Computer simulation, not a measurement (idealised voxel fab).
Herein follows the process module entitled voxel wiring stack.
Cross-sectional view cut (width: 185 nm; square cell size: 5 nm).
In what follows, cross-sections appear as grids of square cells, described through bands that run from the top down, where every band is one or more rows of cells. Each band's line starts with the height of the band's top and of its bottom, in nm. Then come its materials from left to right, each with its width in nm. One material with "all across" fills the band from edge to edge. "empty" is empty space. Height datum 0, below which the as-received substrate wafer is one material. Lowest band open at the bottom, running downward: "0 -> down". Note: "30..40" means the width goes from the first number (top row of the band) to the second number (bottom row) in equal steps per row of cells. "no alteration" for a step: no cell of the cross-section changed in that step. Entry "Sealed internal cavities" = empty spaces >= 8 cells with no open way to the top; each as width x height at distance, distance from left edge, all nm. On each step's line, the part that comes after the settings is the simulator's own comment on the step. overlay nm: mask right of planned place by this much (step with mask). Neg. = left.
Planned process steps
1,RECEIVE | material Si
2,CONFORMAL_DEP | material SiO2 | thk nm 10
3,CONFORMAL_DEP | material SiCN | thk nm 5
4,DIRECTIONAL_DEP | material SiO2 | thk nm 20
5,DIRECTIONAL_DEP | material aC | thk nm 15
6,PATTERN | tone open | mask id METAL_1 | material resist | width nm 30 | pitch nm 50 | thk nm 35 | overlay nm 0
7,DIRECTIONAL_ETCH | etch materials aC | depth nm 15
8,STRIP | etch materials resist
9,DIRECTIONAL_ETCH | etch materials SiO2 | depth nm 20
10,DIRECTIONAL_ETCH | etch materials SiCN | depth nm 5
11,STRIP | etch materials aC
12,CONFORMAL_DEP | material TiN | thk nm 5
13,FILL_DEP | material Ru | thk nm 5
14,CMP | height nm 35
15,CONFORMAL_DEP | material SiCN | thk nm 5
16,DIRECTIONAL_DEP | material lowk | thk nm 35
17,PATTERN | tone open | mask id METAL_2 | material resist | width nm 30 | pitch nm 50 | thk nm 20 | overlay nm 0
18,DIRECTIONAL_ETCH | etch materials lowk | depth nm 20
19,STRIP | etch materials resist
20,PATTERN | tone open | mask id METAL_2_HOLES | material resist | width nm 15 | pitch nm 50 | thk nm 15 | overlay nm 0
21,DIRECTIONAL_ETCH | etch materials lowk | depth nm 15
22,DIRECTIONAL_ETCH | etch materials SiCN | depth nm 5
23,STRIP | etch materials resist
24,CONFORMAL_DEP | material TiN | thk nm 5
25,FILL_DEP | material Cu | thk nm 5
26,CMP | height nm 75
27,CONFORMAL_DEP | material SiN | thk nm 5
First out of two wafers; run went to plan
Cross-section of the wafer at receipt, which is the condition after step 1
0 -> down | Si all across
Sealed internal cavities: none
Sectional view: wafer, after step 2
10 -> 0 | SiO2 all across
At heights below 0, the structure remains unaltered.
Sectional view: wafer, after step 3
15 -> 10 | SiCN all across
At heights below 10, the structure remains unaltered.
Sectional view: wafer, after step 4
35 -> 15 | SiO2 all across
At heights below 15, the structure remains unaltered.
Sectional view: wafer, after step 5
50 -> 35 | aC all across
At heights below 35, the structure remains unaltered.
Sectional view: wafer, after step 6
85 -> 50 | resist 50 nm  empty 30 nm  resist 20 nm  empty 30 nm  resist 55 nm
At heights below 50, the structure remains unaltered.
Sectional view: wafer, after step 7
70 -> 50 | resist 50 nm  empty 30 nm  resist 20 nm  empty 30 nm  resist 55 nm
50 -> 35 | aC 50 nm  empty 30 nm  aC 20 nm  empty 30 nm  aC 55 nm
At heights below 35, the structure remains unaltered.
Sectional view: wafer, after step 8
50 -> 35 | aC 50 nm  empty 30 nm  aC 20 nm  empty 30 nm  aC 55 nm
At heights below 35, the structure remains unaltered.
Sectional view: wafer, after step 9
50 -> 35 | aC 50 nm  empty 30 nm  aC 20 nm  empty 30 nm  aC 55 nm
35 -> 15 | SiO2 50 nm  empty 30 nm  SiO2 20 nm  empty 30 nm  SiO2 55 nm
At heights below 15, the structure remains unaltered.
Sectional view: wafer, after step 10
50 -> 35 | aC 50 nm  empty 30 nm  aC 20 nm  empty 30 nm  aC 55 nm
35 -> 15 | SiO2 50 nm  empty 30 nm  SiO2 20 nm  empty 30 nm  SiO2 55 nm
15 -> 10 | SiCN 50 nm  empty 30 nm  SiCN 20 nm  empty 30 nm  SiCN 55 nm
At heights below 10, the structure remains unaltered.
Sectional view: wafer, after step 11
35 -> 15 | SiO2 50 nm  empty 30 nm  SiO2 20 nm  empty 30 nm  SiO2 55 nm
At heights below 15, the structure remains unaltered.
Sectional view: wafer, after step 12
40 -> 35 | TiN 55 nm  empty 20 nm  TiN 30 nm  empty 20 nm  TiN 60 nm
35 -> 15 | SiO2 50 nm  TiN 5 nm  empty 20 nm  TiN 5 nm  SiO2 20 nm  TiN 5 nm  empty 20 nm  TiN 5 nm  SiO2 55 nm
15 -> 10 | SiCN 50 nm  TiN 30 nm  SiCN 20 nm  TiN 30 nm  SiCN 55 nm
At heights below 10, the structure remains unaltered.
Sectional view: wafer, after step 13
45 -> 40 | Ru all across
40 -> 35 | TiN 55 nm  Ru 20 nm  TiN 30 nm  Ru 20 nm  TiN 60 nm
35 -> 15 | SiO2 50 nm  TiN 5 nm  Ru 20 nm  TiN 5 nm  SiO2 20 nm  TiN 5 nm  Ru 20 nm  TiN 5 nm  SiO2 55 nm
At heights below 15, the structure remains unaltered.
Sectional view: wafer, after step 14
35 -> 15 | SiO2 50 nm  TiN 5 nm  Ru 20 nm  TiN 5 nm  SiO2 20 nm  TiN 5 nm  Ru 20 nm  TiN 5 nm  SiO2 55 nm
At heights below 15, the structure remains unaltered.
Sectional view: wafer, after step 15
40 -> 35 | SiCN all across
At heights below 35, the structure remains unaltered.
Sectional view: wafer, after step 16
75 -> 40 | lowk all across
At heights below 40, the structure remains unaltered.
Sectional view: wafer, after step 17
95 -> 75 | resist 50 nm  empty 30 nm  resist 20 nm  empty 30 nm  resist 55 nm
At heights below 75, the structure remains unaltered.
Sectional view: wafer, after step 18
95 -> 75 | resist 50 nm  empty 30 nm  resist 20 nm  empty 30 nm  resist 55 nm
75 -> 55 | lowk 50 nm  empty 30 nm  lowk 20 nm  empty 30 nm  lowk 55 nm
At heights below 55, the structure remains unaltered.
Sectional view: wafer, after step 19
75 -> 55 | lowk 50 nm  empty 30 nm  lowk 20 nm  empty 30 nm  lowk 55 nm
At heights below 55, the structure remains unaltered.
Sectional view: wafer, after step 20
90 -> 75 | resist 50 nm  empty 15 nm  resist 35 nm  empty 15 nm  resist 70 nm
75 -> 55 | lowk 50 nm  empty 15 nm  resist 15 nm  lowk 20 nm  empty 15 nm  resist 15 nm  lowk 55 nm
At heights below 55, the structure remains unaltered.
Sectional view: wafer, after step 21
90 -> 75 | resist 50 nm  empty 15 nm  resist 35 nm  empty 15 nm  resist 70 nm
75 -> 55 | lowk 50 nm  empty 15 nm  resist 15 nm  lowk 20 nm  empty 15 nm  resist 15 nm  lowk 55 nm
55 -> 40 | lowk 50 nm  empty 15 nm  lowk 35 nm  empty 15 nm  lowk 70 nm
At heights below 40, the structure remains unaltered.
Sectional view: wafer, after step 22
90 -> 75 | resist 50 nm  empty 15 nm  resist 35 nm  empty 15 nm  resist 70 nm
75 -> 55 | lowk 50 nm  empty 15 nm  resist 15 nm  lowk 20 nm  empty 15 nm  resist 15 nm  lowk 55 nm
55 -> 40 | lowk 50 nm  empty 15 nm  lowk 35 nm  empty 15 nm  lowk 70 nm
40 -> 35 | SiCN 50 nm  empty 15 nm  SiCN 35 nm  empty 15 nm  SiCN 70 nm
At heights below 35, the structure remains unaltered.
Sectional view: wafer, after step 23
75 -> 55 | lowk 50 nm  empty 30 nm  lowk 20 nm  empty 30 nm  lowk 55 nm
At heights below 55, the structure remains unaltered.
Sectional view: wafer, after step 24
80 -> 75 | TiN 55 nm  empty 20 nm  TiN 30 nm  empty 20 nm  TiN 60 nm
75 -> 60 | lowk 50 nm  TiN 5 nm  empty 20 nm  TiN 5 nm  lowk 20 nm  TiN 5 nm  empty 20 nm  TiN 5 nm  lowk 55 nm
60 -> 55 | lowk 50 nm  TiN 5 nm  empty 5 nm  TiN 20 nm  lowk 20 nm  TiN 5 nm  empty 5 nm  TiN 20 nm  lowk 55 nm
55 -> 40 | lowk 50 nm  TiN 5 nm  empty 5 nm  TiN 5 nm  lowk 35 nm  TiN 5 nm  empty 5 nm  TiN 5 nm  lowk 70 nm
40 -> 35 | SiCN 50 nm  TiN 15 nm  SiCN 35 nm  TiN 15 nm  SiCN 70 nm
At heights below 35, the structure remains unaltered.
Sectional view: wafer, after step 25
85 -> 80 | Cu all across
80 -> 75 | TiN 55 nm  Cu 20 nm  TiN 30 nm  Cu 20 nm  TiN 60 nm
75 -> 60 | lowk 50 nm  TiN 5 nm  Cu 20 nm  TiN 5 nm  lowk 20 nm  TiN 5 nm  Cu 20 nm  TiN 5 nm  lowk 55 nm
60 -> 55 | lowk 50 nm  TiN 5 nm  Cu 5 nm  TiN 20 nm  lowk 20 nm  TiN 5 nm  Cu 5 nm  TiN 20 nm  lowk 55 nm
55 -> 40 | lowk 50 nm  TiN 5 nm  Cu 5 nm  TiN 5 nm  lowk 35 nm  TiN 5 nm  Cu 5 nm  TiN 5 nm  lowk 70 nm
At heights below 40, the structure remains unaltered.
Sectional view: wafer, after step 26
75 -> 60 | lowk 50 nm  TiN 5 nm  Cu 20 nm  TiN 5 nm  lowk 20 nm  TiN 5 nm  Cu 20 nm  TiN 5 nm  lowk 55 nm
At heights below 60, the structure remains unaltered.
Sectional view: wafer, after step 27
80 -> 75 | SiN all across
At heights below 75, the structure remains unaltered.
It is to be noted that the second wafer proceeded from the same initial state and according to the same plan as the first, although one mistake was committed in its execution; through step 17, inclusive, the two wafers share an identical history
Second wafer, cut view, end of step 18 per plan
95 -> 75 | resist 50 nm  empty 30 nm  resist 20 nm  empty 30 nm  resist 55 nm
75 -> 50 | lowk 50 nm  empty 30 nm  lowk 20 nm  empty 30 nm  lowk 55 nm
At heights below 50, the structure remains unaltered.
Second wafer, cut view, end of step 19 per plan
75 -> 50 | lowk 50 nm  empty 30 nm  lowk 20 nm  empty 30 nm  lowk 55 nm
At heights below 50, the structure remains unaltered.
Second wafer, cut view, end of step 20 per plan
90 -> 75 | resist 50 nm  empty 15 nm  resist 35 nm  empty 15 nm  resist 70 nm
75 -> 50 | lowk 50 nm  empty 15 nm  resist 15 nm  lowk 20 nm  empty 15 nm  resist 15 nm  lowk 55 nm
At heights below 50, the structure remains unaltered.
Second wafer, cut view, end of step 21 per plan
90 -> 75 | resist 50 nm  empty 15 nm  resist 35 nm  empty 15 nm  resist 70 nm
75 -> 50 | lowk 50 nm  empty 15 nm  resist 15 nm  lowk 20 nm  empty 15 nm  resist 15 nm  lowk 55 nm
50 -> 40 | lowk 50 nm  empty 15 nm  lowk 35 nm  empty 15 nm  lowk 70 nm
At heights below 40, the structure remains unaltered.
Second wafer, cut view, end of step 22 per plan
90 -> 75 | resist 50 nm  empty 15 nm  resist 35 nm  empty 15 nm  resist 70 nm
75 -> 50 | lowk 50 nm  empty 15 nm  resist 15 nm  lowk 20 nm  empty 15 nm  resist 15 nm  lowk 55 nm
50 -> 40 | lowk 50 nm  empty 15 nm  lowk 35 nm  empty 15 nm  lowk 70 nm
40 -> 35 | SiCN 50 nm  empty 15 nm  SiCN 35 nm  empty 15 nm  SiCN 70 nm
At heights below 35, the structure remains unaltered.
Second wafer, cut view, end of step 23 per plan
75 -> 50 | lowk 50 nm  empty 30 nm  lowk 20 nm  empty 30 nm  lowk 55 nm
At heights below 50, the structure remains unaltered.
Second wafer, cut view, end of step 24 per plan
80 -> 75 | TiN 55 nm  empty 20 nm  TiN 30 nm  empty 20 nm  TiN 60 nm
75 -> 55 | lowk 50 nm  TiN 5 nm  empty 20 nm  TiN 5 nm  lowk 20 nm  TiN 5 nm  empty 20 nm  TiN 5 nm  lowk 55 nm
55 -> 50 | lowk 50 nm  TiN 5 nm  empty 5 nm  TiN 20 nm  lowk 20 nm  TiN 5 nm  empty 5 nm  TiN 20 nm  lowk 55 nm
50 -> 40 | lowk 50 nm  TiN 5 nm  empty 5 nm  TiN 5 nm  lowk 35 nm  TiN 5 nm  empty 5 nm  TiN 5 nm  lowk 70 nm
40 -> 35 | SiCN 50 nm  TiN 15 nm  SiCN 35 nm  TiN 15 nm  SiCN 70 nm
At heights below 35, the structure remains unaltered.
Second wafer, cut view, end of step 25 per plan
85 -> 80 | Cu all across
80 -> 75 | TiN 55 nm  Cu 20 nm  TiN 30 nm  Cu 20 nm  TiN 60 nm
75 -> 55 | lowk 50 nm  TiN 5 nm  Cu 20 nm  TiN 5 nm  lowk 20 nm  TiN 5 nm  Cu 20 nm  TiN 5 nm  lowk 55 nm
55 -> 50 | lowk 50 nm  TiN 5 nm  Cu 5 nm  TiN 20 nm  lowk 20 nm  TiN 5 nm  Cu 5 nm  TiN 20 nm  lowk 55 nm
50 -> 40 | lowk 50 nm  TiN 5 nm  Cu 5 nm  TiN 5 nm  lowk 35 nm  TiN 5 nm  Cu 5 nm  TiN 5 nm  lowk 70 nm
At heights below 40, the structure remains unaltered.
Second wafer, cut view, end of step 26 per plan
75 -> 55 | lowk 50 nm  TiN 5 nm  Cu 20 nm  TiN 5 nm  lowk 20 nm  TiN 5 nm  Cu 20 nm  TiN 5 nm  lowk 55 nm
At heights below 55, the structure remains unaltered.
Second wafer, cut view, end of step 27 per plan
80 -> 75 | SiN all across
At heights below 75, the structure remains unaltered.
The mistake made against the process plan was this: step 18 ran differently from the plan; actual operation with settings: DIRECTIONAL_ETCH | etch materials lowk | depth nm 25
The closing comparison, in cells, has the second wafer with more or fewer of some materials than the first: Cu: 6 more | lowk: 6 fewer
